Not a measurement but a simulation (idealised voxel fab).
Herein follows the process module entitled voxel capacitor over wiring.
Square cells of 5 nm make up the cross-section cut, whose width is 300 nm.
Think of the cross-section as a grid of square cells. We describe it in bands, top to bottom, and each band covers one or more rows of those cells.
It is stipulated that each band's entry specify, in nanometres, the height of the top of the band and then that of its bottom, followed by the materials of the band in left-to-right sequence, each together with its width in nanometres. A single material marked by the word "edge to edge" is understood to fill the band from edge to edge; the word "air" is understood to denote empty space.
The reference from which all heights are counted is 0, the level beneath which the as-received wafer is entirely one material; the lowest band, having no lower bound, proceeds downward and is written after the example "0 nm and below".
Width: "30..40" (first number = top row, second number = bottom row, same change from row to row of cells).
No cell of the cross-section changed in a step that is given as "identical to before".
"Closed internal voids" specifies each empty space that is not open to the top and that occupies no fewer than 8 cells, using the form width x height at distance, the distance measured from the left edge and all three quantities in nm.
Heads up: the bit after the settings on a step's line is the simulator's remark on that step.
Steps that use a mask can have "overlay nm" on their line. It says how far the mask sat to the right of where it was meant to be. Negative means to the left.

LISTED BELOW ARE THE PROCESS STEPS AS PLANNED
1. op RECEIVE | material Si
2. op CONFORMAL_DEP | material SiO2 | thk nm 15
3. op DIRECTIONAL_DEP | material TiN | thk nm 5
4. op DIRECTIONAL_DEP | material W | thk nm 25
5. op PATTERN | tone cover | mask id METAL_1 | material resist | width nm 20 | pitch nm 85 | thk nm 20 | overlay nm 0
6. op DIRECTIONAL_ETCH | etch materials W | depth nm 15
7. op DIRECTIONAL_ETCH | etch materials TiN | depth nm 5
8. op STRIP | etch materials resist
9. op CONFORMAL_DEP | material SiN | thk nm 5
10. op FILL_DEP | material lowk | thk nm 10
11. op CMP | height nm 45
12. op CONFORMAL_DEP | material SiCN | thk nm 5
13. op DIRECTIONAL_DEP | material lowk | thk nm 15
14. op DIRECTIONAL_DEP | material aC | thk nm 10
15. op PATTERN | tone open | mask id PLUG_1 | material resist | width nm 15 | thk nm 30 | overlay nm 0
16. op DIRECTIONAL_ETCH | etch materials aC | depth nm 10
17. op STRIP | etch materials resist
18. op DIRECTIONAL_ETCH | etch materials lowk | depth nm 15
19. op DIRECTIONAL_ETCH | etch materials SiCN | depth nm 5
20. op STRIP | etch materials aC
21. op EPI | material Ru | thk nm 10
22. op EPI | material Ru | thk nm 10
23. op DIRECTIONAL_DEP | material TiN | thk nm 5
24. op DIRECTIONAL_DEP | material Al2O3 | thk nm 5
25. op DIRECTIONAL_DEP | material TiN | thk nm 10
26. op MASKED_ETCH | tone cover | mask id UPPER_PLATE | width nm 70 | etch materials TiN | depth nm 10 | overlay nm 0
27. op MASKED_ETCH | tone cover | mask id UPPER_PLATE | width nm 70 | etch materials Al2O3 | depth nm 5 | overlay nm 0
28. op DIRECTIONAL_DEP | material aC | thk nm 15
29. op PATTERN | tone cover | mask id LOWER_PLATE | material resist | width nm 80 | thk nm 30 | overlay nm 0
30. op DIRECTIONAL_ETCH | etch materials aC | depth nm 15
31. op STRIP | etch materials resist
32. op DIRECTIONAL_ETCH | etch materials TiN | depth nm 5
33. op STRIP | etch materials aC
34. op FILL_DEP | material SiO2 | thk nm 20
35. op CMP | height nm 100
36. op MASKED_ETCH | tone open | mask id PLUG_2 | width nm 15 | etch materials SiO2 | depth nm 15 | overlay nm 0
37. op CONFORMAL_DEP | material TiN | thk nm 5
38. op FILL_DEP | material Ru | thk nm 10
39. op CMP | height nm 100
40. op CONFORMAL_DEP | material SiN | thk nm 5
For clarity, it should be stated that the wafers under discussion commence in an identical condition and differ with respect to the depth nm of step 6, the plan indicating the value that the first wafer had.

AS-RECEIVED CROSS-SECTION, FIRST OF SEVERAL WAFERS, POST STEP 1
0 nm and below  Si edge to edge
Closed internal voids: none

THE FOLLOWING TABLE CONTAINS A ROW PER WAFER, IN WHICH ARE REPORTED, AT THE CONCLUSION OF THE MODULE, THE CELLS OF EACH MATERIAL GAINED (+) OR LOST (-) SINCE THE WAFER'S RECEIPT, WITH ITS CLOSED VOIDS GIVEN THEREAFTER
depth nm 15 | +14 Al2O3 | +14 Ru | +57 SiCN | +120 SiN | +533 SiO2 | +111 TiN | +144 W | +267 lowk | Closed internal voids: none
depth nm 20 | +14 Al2O3 | +14 Ru | +57 SiCN | +124 SiN | +533 SiO2 | +111 TiN | +92 W | +315 lowk | Closed internal voids: none
depth nm 25 | +14 Al2O3 | +14 Ru | +57 SiCN | +132 SiN | +533 SiO2 | +59 TiN | +40 W | +411 lowk | Closed internal voids: none
depth nm 30 | +14 Al2O3 | +14 Ru | +57 SiCN | +132 SiN | +533 SiO2 | +59 TiN | +40 W | +411 lowk | Closed internal voids: none
depth nm 35 | +14 Al2O3 | +14 Ru | +57 SiCN | +132 SiN | +533 SiO2 | +59 TiN | +40 W | +411 lowk | Closed internal voids: none
depth nm 40 | +14 Al2O3 | +14 Ru | +57 SiCN | +132 SiN | +533 SiO2 | +59 TiN | +40 W | +411 lowk | Closed internal voids: none
